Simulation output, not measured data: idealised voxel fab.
This is a process module. Its name is voxel air gaps.
Pictured: cross-section cut, 240 nm wide, on a grid of 5 nm square cells.
We lay out every cross-section as a grid of square cells and spell it out in bands from the top down, where one band means one or more rows of cells. Band: top and bottom heights (nm) first, top before bottom; then materials from left to right, widths in nm. "all across" marks a sole material filling the band edge to edge. "air" denotes empty space. The level at which height equals 0 is the one under which the wafer, as it arrives, is entirely one material. No lower edge exists for the bottom band, which continues downward and is notated as in "0..down". So if you see something like "30->40" for the width, read it as the top row of the band sitting at the first number and the bottom row at the second, with every row in between moving by the same amount as the last. You'll sometimes find "remained the same" written for a step, and that's the way of saying that nowhere in the cross-section did a cell change during that step. Closed empty spaces (no open way to the top) of 8 cells or more are what "Sealed voids" lists, each as width x height at distance from the left edge, nm for all three. Note: text after step settings on the step line = simulator remark on that step. If you see "overlay nm" on a step's line and that step has a mask, it's telling you how far right of where it was planned the mask ended up; a negative number means it went left instead.

Planned step list for the process:
1,RECEIVE: material Si
2,CONFORMAL_DEP: material SiO2, thk nm 10
3,CONFORMAL_DEP: material SiCN, thk nm 5
4,DIRECTIONAL_DEP: material SiO2, thk nm 40
5,MASKED_ETCH: tone open, mask id LINES, width nm 15, pitch nm 45, etch materials SiO2, depth nm 40, overlay nm 0
6,CONFORMAL_DEP: material TiN, thk nm 5
7,FILL_DEP: material Cu, thk nm 10
8,CMP: height nm 45
9,EPI: material Ru, thk nm 10
10,SELECTIVE_ETCH: etch materials SiO2, depth nm 50
11,CONFORMAL_DEP: material SiCN, thk nm 5
Be aware that, although all wafers share a common starting state, the height nm at step 8 differs among them, and the plan displays the first wafer's value.

First wafer as received, after step 1:
0..down  Si all across
Sealed voids: none

The figure below presents a cross-section of the first of several wafers at the conclusion of the module, following its last step, step 11:
60..55  air: 30; SiCN: 180; air: 30
55..45  air: 30; SiCN: 5; Ru: 35; SiCN: 10; Ru: 35; SiCN: 10; Ru: 35; SiCN: 10; Ru: 35; SiCN: 5; air: 30
45..40  air: 30; SiCN: 15; TiN: 5; Cu: 5; TiN: 5; SiCN: 30; TiN: 5; Cu: 5; TiN: 5; SiCN: 30; TiN: 5; Cu: 5; TiN: 5; SiCN: 30; TiN: 5; Cu: 5; TiN: 5; SiCN: 15; air: 30
40..20  air: 40; SiCN: 5; TiN: 5; Cu: 5; TiN: 5; SiCN: 5; air: 20; SiCN: 5; TiN: 5; Cu: 5; TiN: 5; SiCN: 5; air: 20; SiCN: 5; TiN: 5; Cu: 5; TiN: 5; SiCN: 5; air: 20; SiCN: 5; TiN: 5; Cu: 5; TiN: 5; SiCN: 5; air: 40
20..15  SiCN: 45; TiN: 15; SiCN: 30; TiN: 15; SiCN: 30; TiN: 15; SiCN: 30; TiN: 15; SiCN: 45
15..10  SiCN all across
10..0  SiO2 all across
0..down  Si all across
Sealed voids: 20 x 20 at 65; 20 x 20 at 110; 20 x 20 at 155

Last wafer at the end:
85..80  SiCN all across
80..70  Ru all across
70..60  Cu all across
60..55  TiN: 50; Cu: 5; TiN: 40; Cu: 5; TiN: 40; Cu: 5; TiN: 40; Cu: 5; TiN: 50
55..20  SiO2: 45; TiN: 5; Cu: 5; TiN: 5; SiO2: 30; TiN: 5; Cu: 5; TiN: 5; SiO2: 30; TiN: 5; Cu: 5; TiN: 5; SiO2: 30; TiN: 5; Cu: 5; TiN: 5; SiO2: 45
20..15  SiO2: 45; TiN: 15; SiO2: 30; TiN: 15; SiO2: 30; TiN: 15; SiO2: 30; TiN: 15; SiO2: 45
15..10  SiCN all across
10..0  SiO2 all across
0..down  Si all across
Sealed voids: none

Wafer rows; end of module; cells per material since receipt: (+) gained, (-) lost; then closed voids:
height nm 45 | +20 Cu | +56 Ru | +192 SiCN | +96 SiO2 | +52 TiN | Sealed voids: 20 x 20 at 65; 20 x 20 at 110; 20 x 20 at 155
height nm 50 | +24 Cu | +56 Ru | +200 SiCN | +96 SiO2 | +60 TiN | Sealed voids: 20 x 25 at 65; 20 x 25 at 110; 20 x 25 at 155
height nm 55 | +28 Cu | +56 Ru | +208 SiCN | +96 SiO2 | +68 TiN | Sealed voids: 20 x 30 at 65; 20 x 30 at 110; 20 x 30 at 155
height nm 60 | +32 Cu | +96 Ru | +96 SiCN | +384 SiO2 | +112 TiN | Sealed voids: none
height nm 65 | +80 Cu | +96 Ru | +96 SiCN | +384 SiO2 | +112 TiN | Sealed voids: none
height nm 70 | +128 Cu | +96 Ru | +96 SiCN | +384 SiO2 | +112 TiN | Sealed voids: none
